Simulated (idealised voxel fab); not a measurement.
process module | voxel local oxidation
cross-section cut | 140 nm wide | cells 5 nm
A cross-section is a grid of square cells, given in bands from the top down. A band is one or more rows of cells.
Each band's line starts with the height of the band's top and of its bottom, in nm. Then come its materials from left to right, each with its width in nm. One material with "throughout" fills the band from edge to edge. "air" is empty space.
Height 0 is the level under which the wafer as received is all one material. The lowest band goes on downwards, as in "0 down".
A width such as "30 to 40" changes by the same amount from each row of cells to the next, from the band's top row to its bottom row.
"no change" after a step means that no cell of the cross-section changed.
closed voids: empty space of 8 cells or more with no open way to the top, each as width x height at its distance from the left edge, in nm
after a step's settings: what the simulator itself notes on the step
overlay nm, on a step with a mask: how far to the right of its planned place the mask lay; to the left if negative
plan
1 op RECEIVE | material Si
2 op OXIDIZE | depth nm 5
3 op CONFORMAL_DEP | material SiN | thk nm 10
4 op PATTERN | tone cover | mask id ACTIVE | material resist | width nm 95 | thk nm 15 | overlay nm 0
5 op DIRECTIONAL_ETCH | etch materials SiN | depth nm 10
6 op STRIP | etch materials resist
7 op SELECTIVE_ETCH | etch materials SiO2 | depth nm 5
8 op OXIDIZE | depth nm 10
9 op STRIP | etch materials SiN
as received, after step 1
  0 down: Si throughout
  closed voids: none
first wafer at the end, as planned
  0 to -5: air 25 | SiO2 85 | air 30
  -5 to -15: SiO2 35 | Si 65 | SiO2 40
  -15 down: Si throughout
  closed voids: none
second wafer at the end: like start, like plan, one mistake
  0 to -5: air 25 | SiO2 85 | air 30
  -5 to -20: SiO2 40 | Si 55 | SiO2 45
  -20 down: Si throughout
  closed voids: none
what went wrong: step 8 ran as: op OXIDIZE | depth nm 15
at the end the second wafer has, in cells: 21 fewer of Si | 21 more of SiO2
